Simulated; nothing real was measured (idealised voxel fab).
process module | voxel ribs on slabs
cross-section cut | 290 nm wide | cells 5 nm
A cross-section is a grid of square cells, given in bands from the top down. A band is one or more rows of cells.
Each band's line starts with the height of the band's top and of its bottom, in nm. Then come its materials from left to right, each with its width in nm. One material with "throughout" fills the band from edge to edge. "air" is empty space.
Height 0 is the level under which the wafer as received is all one material. The lowest band goes on downwards, as in "0 down".
A width such as "30 to 40" changes by the same amount from each row of cells to the next, from the band's top row to its bottom row.
"no change" after a step means that no cell of the cross-section changed.
closed voids: empty space of 8 cells or more with no open way to the top, each as width x height at its distance from the left edge, in nm
after a step's settings: what the simulator itself notes on the step
overlay nm, on a step with a mask: how far to the right of its planned place the mask lay; to the left if negative
plan
1 op RECEIVE | material Si
2 op DIRECTIONAL_DEP | material SiO2 | thk nm 20
3 op DIRECTIONAL_DEP | material polySi | thk nm 25
4 op DIRECTIONAL_DEP | material aC | thk nm 10
5 op PATTERN | tone cover | mask id RIB | material resist | width nm 20 | thk nm 25 | overlay nm 0
6 op DIRECTIONAL_ETCH | etch materials aC | depth nm 10
7 op STRIP | etch materials resist
8 op DIRECTIONAL_ETCH | etch materials polySi | depth nm 5
9 op STRIP | etch materials aC
10 op PATTERN | tone cover | mask id SLAB | material resist | width nm 70 | thk nm 15 | overlay nm -15
11 op DIRECTIONAL_ETCH | etch materials polySi | depth nm 20
12 op STRIP | etch materials resist
13 op FILL_DEP | material SiO2 | thk nm 30
14 op CMP | height nm 65
15 op DIRECTIONAL_DEP | material W | thk nm 5
16 op MASKED_ETCH | tone cover | mask id HEATER | width nm 30 | etch materials W | depth nm 5 | overlay nm 0
17 op CONFORMAL_DEP | material SiO2 | thk nm 5
varied across the wafers: overlay nm of step 10. The plan shows the first wafer's value. All wafers start alike
first wafer as received, after step 1
  0 down: Si throughout
  closed voids: none
first wafer at the end, after step 17
  75 to 70: air 125 | SiO2 40 | air 125
  70 to 65: SiO2 130 | W 30 | SiO2 130
  65 to 45: SiO2 throughout
  45 to 40: SiO2 135 | polySi 20 | SiO2 135
  40 to 20: SiO2 95 | polySi 70 | SiO2 125
  20 to 0: SiO2 throughout
  0 down: Si throughout
  closed voids: none
last wafer at the end
  75 to 70: air 125 | SiO2 40 | air 125
  70 to 65: SiO2 130 | W 30 | SiO2 130
  65 to 45: SiO2 throughout
  45 to 40: SiO2 135 | polySi 20 | SiO2 135
  40 to 20: SiO2 125 | polySi 70 | SiO2 95
  20 to 0: SiO2 throughout
  0 down: Si throughout
  closed voids: none
each wafer at the end: cells of each material gained (+) or lost (-) since it was received, then its closed voids
overlay nm -15 | +754 SiO2 | +6 W | +60 polySi | closed voids: none
overlay nm -10 | +754 SiO2 | +6 W | +60 polySi | closed voids: none
overlay nm -5 | +754 SiO2 | +6 W | +60 polySi | closed voids: none
overlay nm 0 | +754 SiO2 | +6 W | +60 polySi | closed voids: none
overlay nm 5 | +754 SiO2 | +6 W | +60 polySi | closed voids: none
overlay nm 10 | +754 SiO2 | +6 W | +60 polySi | closed voids: none
overlay nm 15 | +754 SiO2 | +6 W | +60 polySi | closed voids: none
